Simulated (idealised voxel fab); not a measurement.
voxel ribs on slabs: a process module
This is section cut - it's 280 nm across, gridded in 5 nm square cells.
In this document a cross-section is written as a grid of square cells. It is given as a series of bands, listed from the top down, and a band is one or more rows of cells. Band entry format. Leading values: height of top, height of bottom, nm. Remainder: materials in left-to-right order, each with its width in nm. Special words: "everywhere" on a single material, which then fills the band edge to edge; "empty", empty space. Heights from 0 (as-received wafer is one material below). Bottom band endless downward, as "top 0, no bottom". It should be noted that a width expressed as "30 to 40" varies in equal increments from row to row of cells within the band, taking the value of the first number at the top row and that of the second number at the bottom row. When a step is marked "everything unchanged", none of the cells in the cross-section changed during that step. For the entry "Closed voids list", the listed items are empty spaces with no open way to the top whose size is 8 cells or more; each item follows the pattern width x height at distance, where distance is from the left edge and all three are in nm. On each step's line, the part that comes after the settings is the simulator's own comment on the step. You can add "overlay nm" to a step's line. For a step with a mask, it describes how far the mask lay to the right of its planned position, and a negative number describes a lay to the left.
Listed below are the process steps as planned
1,RECEIVE with material Si
2,DIRECTIONAL_DEP with material SiO2, thk nm 25
3,DIRECTIONAL_DEP with material SiN, thk nm 25
4,DIRECTIONAL_DEP with material aC, thk nm 15
5,PATTERN with tone cover, mask id RIB, material resist, width nm 30, thk nm 30, overlay nm 0
6,DIRECTIONAL_ETCH with etch materials aC, depth nm 15
7,STRIP with etch materials resist
8,DIRECTIONAL_ETCH with etch materials SiN, depth nm 15
9,STRIP with etch materials aC
10,PATTERN with tone cover, mask id SLAB, material resist, width nm 60, thk nm 20, overlay nm 0
11,DIRECTIONAL_ETCH with etch materials SiN, depth nm 10
12,STRIP with etch materials resist
13,FILL_DEP with material SiO2, thk nm 20
14,CMP with height nm 60
15,DIRECTIONAL_DEP with material TiN, thk nm 5
16,MASKED_ETCH with tone cover, mask id HEATER, width nm 40, etch materials TiN, depth nm 5, overlay nm 0
17,CONFORMAL_DEP with material SiN, thk nm 5
Incoming wafer in cross-section (state: after step 1)
	top 0, no bottom | Si everywhere
	Closed voids list: none
Looking at the first of two wafers in cross-section at end of module - ran to plan
	top 70, bottom 65 | empty (115) | SiN (50) | empty (115)
	top 65, bottom 60 | SiN (120) | TiN (40) | SiN (120)
	top 60, bottom 50 | SiO2 everywhere
	top 50, bottom 35 | SiO2 (125) | SiN (30) | SiO2 (125)
	top 35, bottom 25 | SiO2 (110) | SiN (60) | SiO2 (110)
	top 25, bottom 0 | SiO2 everywhere
	top 0, no bottom | Si everywhere
	Closed voids list: none
End-of-module cross-section of the second wafer: identical starting point and process plan to the first, with one processing mistake
	top 70, bottom 65 | empty (115) | SiN (50) | empty (115)
	top 65, bottom 60 | SiN (120) | TiN (40) | SiN (120)
	top 60, bottom 50 | SiO2 everywhere
	top 50, bottom 30 | SiO2 (125) | SiN (30) | SiO2 (125)
	top 30, bottom 25 | SiO2 (110) | SiN (60) | SiO2 (110)
	top 25, bottom 0 | SiO2 everywhere
	top 0, no bottom | Si everywhere
	Closed voids list: none
Processing error: heads up, step 8 didn't go per plan, it actually ran as DIRECTIONAL_ETCH with etch materials SiN, depth nm 20
The second wafer ends with more or fewer cells of some materials than the first, per final count: SiN: 6 fewer, SiO2: 6 more
